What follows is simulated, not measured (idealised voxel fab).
process module | voxel ribs on slabs
cross-section cut | 140 nm wide | cells 5 nm
A cross-section is a grid of square cells, given in bands from the top down. A band is one or more rows of cells.
Each band's line starts with the height of the band's top and of its bottom, in nm. Then come its materials from left to right, each with its width in nm. One material with "throughout" fills the band from edge to edge. "air" is empty space.
Height 0 is the level under which the wafer as received is all one material. The lowest band goes on downwards, as in "0 down".
A width such as "30 to 40" changes by the same amount from each row of cells to the next, from the band's top row to its bottom row.
"no change" after a step means that no cell of the cross-section changed.
closed voids: empty space of 8 cells or more with no open way to the top, each as width x height at its distance from the left edge, in nm
after a step's settings: what the simulator itself notes on the step
overlay nm, on a step with a mask: how far to the right of its planned place the mask lay; to the left if negative
plan
1 op RECEIVE | material Si
2 op DIRECTIONAL_DEP | material SiO2 | thk nm 20
3 op DIRECTIONAL_DEP | material SiN | thk nm 20
4 op PATTERN | tone cover | mask id RIB | material resist | width nm 25 | thk nm 15 | overlay nm 0
5 op DIRECTIONAL_ETCH | etch materials SiN | depth nm 15
6 op STRIP | etch materials resist
7 op MASKED_ETCH | tone cover | mask id SLAB | width nm 55 | etch materials SiN | depth nm 5 | overlay nm 0
8 op FILL_DEP | material SiO2 | thk nm 15
9 op CMP | height nm 50
10 op DIRECTIONAL_DEP | material TiN | thk nm 5
11 op DIRECTIONAL_DEP | material aC | thk nm 15
12 op PATTERN | tone cover | mask id HEATER | material resist | width nm 35 | thk nm 35 | overlay nm 0
13 op DIRECTIONAL_ETCH | etch materials aC | depth nm 15
14 op STRIP | etch materials resist
15 op DIRECTIONAL_ETCH | etch materials TiN | depth nm 5
16 op STRIP | etch materials aC
17 op CONFORMAL_DEP | material SiN | thk nm 5
varied across the wafers: thk nm of step 17. The plan shows the first wafer's value. All wafers start alike
first wafer as received, after step 1
  0 down: Si throughout
  closed voids: none
first wafer at the end, after step 17
  60 to 55: air 45 | SiN 45 | air 50
  55 to 50: SiN 50 | TiN 35 | SiN 55
  50 to 40: SiO2 throughout
  40 to 25: SiO2 55 | SiN 25 | SiO2 60
  25 to 20: SiO2 40 | SiN 55 | SiO2 45
  20 to 0: SiO2 throughout
  0 down: Si throughout
  closed voids: none
last wafer at the end
  80 to 75: air 25 | SiN 85 | air 30
  75 to 55: SiN throughout
  55 to 50: SiN 50 | TiN 35 | SiN 55
  50 to 40: SiO2 throughout
  40 to 25: SiO2 55 | SiN 25 | SiO2 60
  25 to 20: SiO2 40 | SiN 55 | SiO2 45
  20 to 0: SiO2 throughout
  0 down: Si throughout
  closed voids: none
each wafer at the end: cells of each material gained (+) or lost (-) since it was received, then its closed voids
thk nm 5 | +56 SiN | +254 SiO2 | +7 TiN | closed voids: none
thk nm 10 | +86 SiN | +254 SiO2 | +7 TiN | closed voids: none
thk nm 15 | +116 SiN | +254 SiO2 | +7 TiN | closed voids: none
thk nm 20 | +146 SiN | +254 SiO2 | +7 TiN | closed voids: none
thk nm 25 | +176 SiN | +254 SiO2 | +7 TiN | closed voids: none
